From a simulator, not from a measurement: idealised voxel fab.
Process module in this document: voxel transistor to metal
FYI the section here is cut, 285 nm wide, cells are 5 nm squares.
If you're reading a cross-section in this doc, picture square cells in a grid; it comes to you as bands, top ones listed first down to the bottom, and a band can be one or more rows of cells. Per band: top height and bottom height in nm, followed by the left-to-right materials and their widths in nm; "throughout" marks a single material spanning edge to edge, "blank" marks empty space. All heights in this document are referenced to 0, defined as the level beneath which the wafer, as received, consists entirely of one material. The lowest band is not bounded below; it extends indefinitely downward and is written in the form "0 and below". So if you see something like "30..40" for the width, read it as the top row of the band sitting at the first number and the bottom row at the second, with every row in between moving by the same amount as the last. Take "stayed the same" at face value: in the step it is given for, the cross-section changed in none of its cells. Empty spaces without an open route to the top, at least 8 cells in extent, make up the entry "Closed-off voids"; each is given as width x height at distance, where the distance is measured from the left edge, and all are in nm. If you see something after the settings on a step's line, that's the simulator's own remark about that step. For masked steps, "overlay nm" on the step line gives how far right of plan the mask actually lay; a minus sign means it lay to the left.

[This section lists the process steps that were planned]
- 1: RECEIVE,material Si
- 2: CONFORMAL_DEP,material SiO2,thk nm 5
- 3: CONFORMAL_DEP,material SiN,thk nm 10
- 4: MASKED_ETCH,tone cover,mask id ACTIVE,width nm 95,pitch nm 125,etch materials SiN,depth nm 10,overlay nm 0
- 5: MASKED_ETCH,tone cover,mask id ACTIVE,width nm 95,pitch nm 125,etch materials SiO2,depth nm 5,overlay nm 0
- 6: MASKED_ETCH,tone cover,mask id ACTIVE,width nm 95,pitch nm 125,etch materials Si,depth nm 35,overlay nm 0
- 7: FILL_DEP,material SiO2,thk nm 10
- 8: CMP,height nm 15
- 9: SELECTIVE_ETCH,etch materials SiO2,depth nm 5
- 10: STRIP,etch materials SiN
- 11: SELECTIVE_ETCH,etch materials SiO2,depth nm 5
- 12: OXIDIZE,depth nm 5
- 13: DIRECTIONAL_DEP,material polySi,thk nm 20
- 14: DIRECTIONAL_DEP,material SiCN,thk nm 10
- 15: PATTERN,tone cover,mask id GATE,material resist,width nm 25,pitch nm 125,thk nm 20,overlay nm 0
- 16: DIRECTIONAL_ETCH,etch materials SiCN,depth nm 20
- 17: DIRECTIONAL_ETCH,etch materials polySi,depth nm 30
- 18: STRIP,etch materials resist
- 19: CONFORMAL_DEP,material SiN,thk nm 10
- 20: DIRECTIONAL_ETCH,etch materials SiN,depth nm 10
- 21: DIRECTIONAL_ETCH,etch materials SiO2,depth nm 5
- 22: DIRECTIONAL_ETCH,etch materials Si,depth nm 5
- 23: EPI,material SiGe,thk nm 10
- 24: FILL_DEP,material SiO2,thk nm 5
- 25: CMP,height nm 30
- 26: DIRECTIONAL_DEP,material SiO2,thk nm 10
- 27: MASKED_ETCH,tone open,mask id CONTACT,width nm 15,etch materials SiO2,depth nm 35,overlay nm 0
- 28: CONFORMAL_DEP,material TiN,thk nm 5
- 29: FILL_DEP,material Ru,thk nm 5
- 30: CMP,height nm 40
- 31: DIRECTIONAL_DEP,material TiN,thk nm 5
- 32: DIRECTIONAL_DEP,material Ru,thk nm 25
- 33: MASKED_ETCH,tone cover,mask id METAL_1,width nm 15,etch materials Ru,depth nm 25,overlay nm 0
- 34: MASKED_ETCH,tone cover,mask id METAL_1,width nm 15,etch materials TiN,depth nm 5,overlay nm 0
- 35: FILL_DEP,material lowk,thk nm 10
- 36: CMP,height nm 70
- 37: CONFORMAL_DEP,material SiN,thk nm 5

[First of two wafers: run as planned]

[As-received wafer cross-section (after step 1)]
  0 and below  Si throughout
  Closed-off voids: none

[Cross-section through the wafer, step 2 finished]
  5 down to 0  SiO2 throughout
  Below 0 it's all the same as before, nothing changed down there.

[Cross-section through the wafer, step 3 finished]
  15 down to 5  SiN throughout
  Below 5 it's all the same as before, nothing changed down there.

[Cross-section through the wafer, step 4 finished]
  15 down to 5  blank (30) / SiN (95) / blank (30) / SiN (95) / blank (35)
  Below 5 it's all the same as before, nothing changed down there.

[Cross-section through the wafer, step 5 finished]
  15 down to 5  blank (30) / SiN (95) / blank (30) / SiN (95) / blank (35)
  5 down to 0  blank (30) / SiO2 (95) / blank (30) / SiO2 (95) / blank (35)
  Below 0 it's all the same as before, nothing changed down there.

[Cross-section through the wafer, step 6 finished]
  15 down to 5  blank (30) / SiN (95) / blank (30) / SiN (95) / blank (35)
  5 down to 0  blank (30) / SiO2 (95) / blank (30) / SiO2 (95) / blank (35)
  0 down to -35  blank (30) / Si (95) / blank (30) / Si (95) / blank (35)
  Below -35 it's all the same as before, nothing changed down there.

[Cross-section through the wafer, step 7 finished]
  25 down to 15  SiO2 throughout
  15 down to 5  SiO2 (30) / SiN (95) / SiO2 (30) / SiN (95) / SiO2 (35)
  5 down to 0  SiO2 throughout
  0 down to -35  SiO2 (30) / Si (95) / SiO2 (30) / Si (95) / SiO2 (35)
  Below -35 it's all the same as before, nothing changed down there.

[Cross-section through the wafer, step 8 finished]
  15 down to 5  SiO2 (30) / SiN (95) / SiO2 (30) / SiN (95) / SiO2 (35)
  Below 5 it's all the same as before, nothing changed down there.

[Cross-section through the wafer, step 9 finished]
  15 down to 10  blank (30) / SiN (95) / blank (30) / SiN (95) / blank (35)
  Below 10 it's all the same as before, nothing changed down there.

[Cross-section through the wafer, step 10 finished]
  10 down to 5  SiO2 (30) / blank (95) / SiO2 (30) / blank (95) / SiO2 (35)
  Below 5 it's all the same as before, nothing changed down there.

[Cross-section through the wafer, step 11 finished]
  5 down to 0  SiO2 (25) / blank (105) / SiO2 (20) / blank (105) / SiO2 (30)
  Below 0 it's all the same as before, nothing changed down there.

[Cross-section through the wafer, step 12 finished]
  5 down to 0  SiO2 (25) / blank (105) / SiO2 (20) / blank (105) / SiO2 (30)
  0 down to -5  SiO2 throughout
  Below -5 it's all the same as before, nothing changed down there.

[Cross-section through the wafer, step 13 finished]
  25 down to 20  polySi (25) / blank (105) / polySi (20) / blank (105) / polySi (30)
  20 down to 5  polySi throughout
  5 down to 0  SiO2 (25) / polySi (105) / SiO2 (20) / polySi (105) / SiO2 (30)
  Below 0 it's all the same as before, nothing changed down there.

[Cross-section through the wafer, step 14 finished]
  35 down to 30  SiCN (25) / blank (105) / SiCN (20) / blank (105) / SiCN (30)
  30 down to 25  SiCN throughout
  25 down to 20  polySi (25) / SiCN (105) / polySi (20) / SiCN (105) / polySi (30)
  Below 20 it's all the same as before, nothing changed down there.

[Cross-section through the wafer, step 15 finished]
  55 down to 35  blank (65) / resist (25) / blank (100) / resist (25) / blank (70)
  35 down to 30  SiCN (25) / blank (40) / resist (25) / blank (40) / SiCN (20) / blank (40) / resist (25) / blank (40) / SiCN (30)
  Below 30 it's all the same as before, nothing changed down there.

[Cross-section through the wafer, step 16 finished]
  55 down to 30  blank (65) / resist (25) / blank (100) / resist (25) / blank (70)
  30 down to 25  blank (65) / SiCN (25) / blank (100) / SiCN (25) / blank (70)
  25 down to 20  polySi (25) / blank (40) / SiCN (25) / blank (40) / polySi (20) / blank (40) / SiCN (25) / blank (40) / polySi (30)
  Below 20 it's all the same as before, nothing changed down there.

[Cross-section through the wafer, step 17 finished]
  55 down to 30  blank (65) / resist (25) / blank (100) / resist (25) / blank (70)
  30 down to 20  blank (65) / SiCN (25) / blank (100) / SiCN (25) / blank (70)
  20 down to 5  blank (65) / polySi (25) / blank (100) / polySi (25) / blank (70)
  5 down to 0  SiO2 (25) / blank (40) / polySi (25) / blank (40) / SiO2 (20) / blank (40) / polySi (25) / blank (40) / SiO2 (30)
  Below 0 it's all the same as before, nothing changed down there.

[Cross-section through the wafer, step 18 finished]
  30 down to 20  blank (65) / SiCN (25) / blank (100) / SiCN (25) / blank (70)
  Below 20 it's all the same as before, nothing changed down there.

[Cross-section through the wafer, step 19 finished]
  40 down to 30  blank (55) / SiN (45) / blank (80) / SiN (45) / blank (60)
  30 down to 20  blank (55) / SiN (10) / SiCN (25) / SiN (10) / blank (80) / SiN (10) / SiCN (25) / SiN (10) / blank (60)
  20 down to 15  blank (55) / SiN (10) / polySi (25) / SiN (10) / blank (80) / SiN (10) / polySi (25) / SiN (10) / blank (60)
  15 down to 10  SiN (35) / blank (20) / SiN (10) / polySi (25) / SiN (10) / blank (20) / SiN (40) / blank (20) / SiN (10) / polySi (25) / SiN (10) / blank (20) / SiN (40)
  10 down to 5  SiN (65) / polySi (25) / SiN (100) / polySi (25) / SiN (70)
  5 down to 0  SiO2 (25) / SiN (40) / polySi (25) / SiN (40) / SiO2 (20) / SiN (40) / polySi (25) / SiN (40) / SiO2 (30)
  Below 0 it's all the same as before, nothing changed down there.

[Cross-section through the wafer, step 20 finished]
  30 down to 20  blank (55) / SiN (10) / SiCN (25) / SiN (10) / blank (80) / SiN (10) / SiCN (25) / SiN (10) / blank (60)
  20 down to 5  blank (55) / SiN (10) / polySi (25) / SiN (10) / blank (80) / SiN (10) / polySi (25) / SiN (10) / blank (60)
  5 down to 0  SiO2 (25) / SiN (10) / blank (20) / SiN (10) / polySi (25) / SiN (10) / blank (20) / SiN (10) / SiO2 (20) / SiN (10) / blank (20) / SiN (10) / polySi (25) / SiN (10) / blank (20) / SiN (10) / SiO2 (30)
  Below 0 it's all the same as before, nothing changed down there.

[Cross-section through the wafer, step 21 finished]
  30 down to 20  blank (55) / SiN (10) / SiCN (25) / SiN (10) / blank (80) / SiN (10) / SiCN (25) / SiN (10) / blank (60)
  20 down to 5  blank (55) / SiN (10) / polySi (25) / SiN (10) / blank (80) / SiN (10) / polySi (25) / SiN (10) / blank (60)
  5 down to 0  blank (25) / SiN (10) / blank (20) / SiN (10) / polySi (25) / SiN (10) / blank (20) / SiN (10) / blank (20) / SiN (10) / blank (20) / SiN (10) / polySi (25) / SiN (10) / blank (20) / SiN (10) / blank (30)
  0 down to -5  SiO2 (35) / blank (20) / SiO2 (45) / blank (20) / SiO2 (40) / blank (20) / SiO2 (45) / blank (20) / SiO2 (40)
  Below -5 it's all the same as before, nothing changed down there.

[Cross-section through the wafer, step 22 finished]
  30 down to 20  blank (55) / SiN (10) / SiCN (25) / SiN (10) / blank (80) / SiN (10) / SiCN (25) / SiN (10) / blank (60)
  20 down to 5  blank (55) / SiN (10) / polySi (25) / SiN (10) / blank (80) / SiN (10) / polySi (25) / SiN (10) / blank (60)
  5 down to 0  blank (25) / SiN (10) / blank (20) / SiN (10) / polySi (25) / SiN (10) / blank (20) / SiN (10) / blank (20) / SiN (10) / blank (20) / SiN (10) / polySi (25) / SiN (10) / blank (20) / SiN (10) / blank (30)
  0 down to -5  SiO2 (35) / blank (20) / SiO2 (45) / blank (20) / SiO2 (40) / blank (20) / SiO2 (45) / blank (20) / SiO2 (40)
  -5 down to -10  SiO2 (30) / Si (5) / blank (20) / Si (45) / blank (20) / Si (5) / SiO2 (30) / Si (5) / blank (20) / Si (45) / blank (20) / Si (5) / SiO2 (35)
  Below -10 it's all the same as before, nothing changed down there.

[Cross-section through the wafer, step 23 finished]
  30 down to 20  blank (55) / SiN (10) / SiCN (25) / SiN (10) / blank (80) / SiN (10) / SiCN (25) / SiN (10) / blank (60)
  20 down to 5  blank (55) / SiN (10) / polySi (25) / SiN (10) / blank (80) / SiN (10) / polySi (25) / SiN (10) / blank (60)
  5 down to 0  blank (25) / SiN (10) / SiGe (20) / SiN (10) / polySi (25) / SiN (10) / SiGe (20) / SiN (10) / blank (20) / SiN (10) / SiGe (20) / SiN (10) / polySi (25) / SiN (10) / SiGe (20) / SiN (10) / blank (30)
  0 down to -5  SiO2 (35) / SiGe (20) / SiO2 (45) / SiGe (20) / SiO2 (40) / SiGe (20) / SiO2 (45) / SiGe (20) / SiO2 (40)
  -5 down to -10  SiO2 (30) / Si (5) / SiGe (20) / Si (45) / SiGe (20) / Si (5) / SiO2 (30) / Si (5) / SiGe (20) / Si (45) / SiGe (20) / Si (5) / SiO2 (35)
  Below -10 it's all the same as before, nothing changed down there.

[Cross-section through the wafer, step 24 finished]
  35 down to 30  SiO2 throughout
  30 down to 20  SiO2 (55) / SiN (10) / SiCN (25) / SiN (10) / SiO2 (80) / SiN (10) / SiCN (25) / SiN (10) / SiO2 (60)
  20 down to 5  SiO2 (55) / SiN (10) / polySi (25) / SiN (10) / SiO2 (80) / SiN (10) / polySi (25) / SiN (10) / SiO2 (60)
  5 down to 0  SiO2 (25) / SiN (10) / SiGe (20) / SiN (10) / polySi (25) / SiN (10) / SiGe (20) / SiN (10) / SiO2 (20) / SiN (10) / SiGe (20) / SiN (10) / polySi (25) / SiN (10) / SiGe (20) / SiN (10) / SiO2 (30)
  Below 0 it's all the same as before, nothing changed down there.

[Cross-section through the wafer, step 25 finished]
  30 down to 20  SiO2 (55) / SiN (10) / SiCN (25) / SiN (10) / SiO2 (80) / SiN (10) / SiCN (25) / SiN (10) / SiO2 (60)
  Below 20 it's all the same as before, nothing changed down there.

[Cross-section through the wafer, step 26 finished]
  40 down to 30  SiO2 throughout
  Below 30 it's all the same as before, nothing changed down there.

[Cross-section through the wafer, step 27 finished]
  40 down to 30  SiO2 (35) / blank (15) / SiO2 (55) / blank (15) / SiO2 (40) / blank (15) / SiO2 (55) / blank (15) / SiO2 (40)
  30 down to 20  SiO2 (35) / blank (15) / SiO2 (5) / SiN (10) / SiCN (25) / SiN (10) / SiO2 (5) / blank (15) / SiO2 (40) / blank (15) / SiO2 (5) / SiN (10) / SiCN (25) / SiN (10) / SiO2 (5) / blank (15) / SiO2 (40)
  20 down to 5  SiO2 (35) / blank (15) / SiO2 (5) / SiN (10) / polySi (25) / SiN (10) / SiO2 (5) / blank (15) / SiO2 (40) / blank (15) / SiO2 (5) / SiN (10) / polySi (25) / SiN (10) / SiO2 (5) / blank (15) / SiO2 (40)
  Below 5 it's all the same as before, nothing changed down there.

[Cross-section through the wafer, step 28 finished]
  45 down to 40  TiN (40) / blank (5) / TiN (65) / blank (5) / TiN (50) / blank (5) / TiN (65) / blank (5) / TiN (45)
  40 down to 30  SiO2 (35) / TiN (5) / blank (5) / TiN (5) / SiO2 (55) / TiN (5) / blank (5) / TiN (5) / SiO2 (40) / TiN (5) / blank (5) / TiN (5) / SiO2 (55) / TiN (5) / blank (5) / TiN (5) / SiO2 (40)
  30 down to 20  SiO2 (35) / TiN (5) / blank (5) / TiN (5) / SiO2 (5) / SiN (10) / SiCN (25) / SiN (10) / SiO2 (5) / TiN (5) / blank (5) / TiN (5) / SiO2 (40) / TiN (5) / blank (5) / TiN (5) / SiO2 (5) / SiN (10) / SiCN (25) / SiN (10) / SiO2 (5) / TiN (5) / blank (5) / TiN (5) / SiO2 (40)
  20 down to 10  SiO2 (35) / TiN (5) / blank (5) / TiN (5) / SiO2 (5) / SiN (10) / polySi (25) / SiN (10) / SiO2 (5) / TiN (5) / blank (5) / TiN (5) / SiO2 (40) / TiN (5) / blank (5) / TiN (5) / SiO2 (5) / SiN (10) / polySi (25) / SiN (10) / SiO2 (5) / TiN (5) / blank (5) / TiN (5) / SiO2 (40)
  10 down to 5  SiO2 (35) / TiN (15) / SiO2 (5) / SiN (10) / polySi (25) / SiN (10) / SiO2 (5) / TiN (15) / SiO2 (40) / TiN (15) / SiO2 (5) / SiN (10) / polySi (25) / SiN (10) / SiO2 (5) / TiN (15) / SiO2 (40)
  Below 5 it's all the same as before, nothing changed down there.

[Cross-section through the wafer, step 29 finished]
  50 down to 45  Ru throughout
  45 down to 40  TiN (40) / Ru (5) / TiN (65) / Ru (5) / TiN (50) / Ru (5) / TiN (65) / Ru (5) / TiN (45)
  40 down to 30  SiO2 (35) / TiN (5) / Ru (5) / TiN (5) / SiO2 (55) / TiN (5) / Ru (5) / TiN (5) / SiO2 (40) / TiN (5) / Ru (5) / TiN (5) / SiO2 (55) / TiN (5) / Ru (5) / TiN (5) / SiO2 (40)
  30 down to 20  SiO2 (35) / TiN (5) / Ru (5) / TiN (5) / SiO2 (5) / SiN (10) / SiCN (25) / SiN (10) / SiO2 (5) / TiN (5) / Ru (5) / TiN (5) / SiO2 (40) / TiN (5) / Ru (5) / TiN (5) / SiO2 (5) / SiN (10) / SiCN (25) / SiN (10) / SiO2 (5) / TiN (5) / Ru (5) / TiN (5) / SiO2 (40)
  20 down to 10  SiO2 (35) / TiN (5) / Ru (5) / TiN (5) / SiO2 (5) / SiN (10) / polySi (25) / SiN (10) / SiO2 (5) / TiN (5) / Ru (5) / TiN (5) / SiO2 (40) / TiN (5) / Ru (5) / TiN (5) / SiO2 (5) / SiN (10) / polySi (25) / SiN (10) / SiO2 (5) / TiN (5) / Ru (5) / TiN (5) / SiO2 (40)
  Below 10 it's all the same as before, nothing changed down there.

[Cross-section through the wafer, step 30 finished]
  40 down to 30  SiO2 (35) / TiN (5) / Ru (5) / TiN (5) / SiO2 (55) / TiN (5) / Ru (5) / TiN (5) / SiO2 (40) / TiN (5) / Ru (5) / TiN (5) / SiO2 (55) / TiN (5) / Ru (5) / TiN (5) / SiO2 (40)
  Below 30 it's all the same as before, nothing changed down there.

[Cross-section through the wafer, step 31 finished]
  45 down to 40  TiN throughout
  Below 40 it's all the same as before, nothing changed down there.

[Cross-section through the wafer, step 32 finished]
  70 down to 45  Ru throughout
  Below 45 it's all the same as before, nothing changed down there.

[Cross-section through the wafer, step 33 finished]
  70 down to 45  blank (35) / Ru (15) / blank (55) / Ru (15) / blank (40) / Ru (15) / blank (55) / Ru (15) / blank (40)
  Below 45 it's all the same as before, nothing changed down there.

[Cross-section through the wafer, step 34 finished]
  70 down to 45  blank (35) / Ru (15) / blank (55) / Ru (15) / blank (40) / Ru (15) / blank (55) / Ru (15) / blank (40)
  45 down to 40  blank (35) / TiN (15) / blank (55) / TiN (15) / blank (40) / TiN (15) / blank (55) / TiN (15) / blank (40)
  Below 40 it's all the same as before, nothing changed down there.

[Cross-section through the wafer, step 35 finished]
  80 down to 70  lowk throughout
  70 down to 45  lowk (35) / Ru (15) / lowk (55) / Ru (15) / lowk (40) / Ru (15) / lowk (55) / Ru (15) / lowk (40)
  45 down to 40  lowk (35) / TiN (15) / lowk (55) / TiN (15) / lowk (40) / TiN (15) / lowk (55) / TiN (15) / lowk (40)
  Below 40 it's all the same as before, nothing changed down there.

[Cross-section through the wafer, step 36 finished]
  70 down to 45  lowk (35) / Ru (15) / lowk (55) / Ru (15) / lowk (40) / Ru (15) / lowk (55) / Ru (15) / lowk (40)
  Below 45 it's all the same as before, nothing changed down there.

[Cross-section through the wafer, step 37 finished]
  75 down to 70  SiN throughout
  Below 70 it's all the same as before, nothing changed down there.

[Second of two: same start, same plan, one run error; steps up to and including 32 match the first]

[The second wafer cut through, at the time step 33 was supposed to be finished]
  70 down to 45  Ru (35) / blank (15) / Ru (55) / blank (15) / Ru (40) / blank (15) / Ru (55) / blank (15) / Ru (40)
  Below 45 it's all the same as before, nothing changed down there.

The second wafer cut through, at the time step 34 was supposed to be finished: stayed the same

[The second wafer cut through, at the time step 35 was supposed to be finished]
  80 down to 70  lowk throughout
  70 down to 45  Ru (35) / lowk (15) / Ru (55) / lowk (15) / Ru (40) / lowk (15) / Ru (55) / lowk (15) / Ru (40)
  Below 45 it's all the same as before, nothing changed down there.

[The second wafer cut through, at the time step 36 was supposed to be finished]
  70 down to 45  Ru (35) / lowk (15) / Ru (55) / lowk (15) / Ru (40) / lowk (15) / Ru (55) / lowk (15) / Ru (40)
  Below 45 it's all the same as before, nothing changed down there.

[The second wafer cut through, at the time step 37 was supposed to be finished]
  75 down to 70  SiN throughout
  Below 70 it's all the same as before, nothing changed down there.
Run error: step 33 changed vs plan, executed as MASKED_ETCH,tone open,mask id METAL_1,width nm 15,etch materials Ru,depth nm 25,overlay nm 0
It is noted that, at the conclusion of processing, the second wafer exhibits a higher or lower cell count for certain materials relative to the first: +165 Ru | +45 TiN | -210 lowk
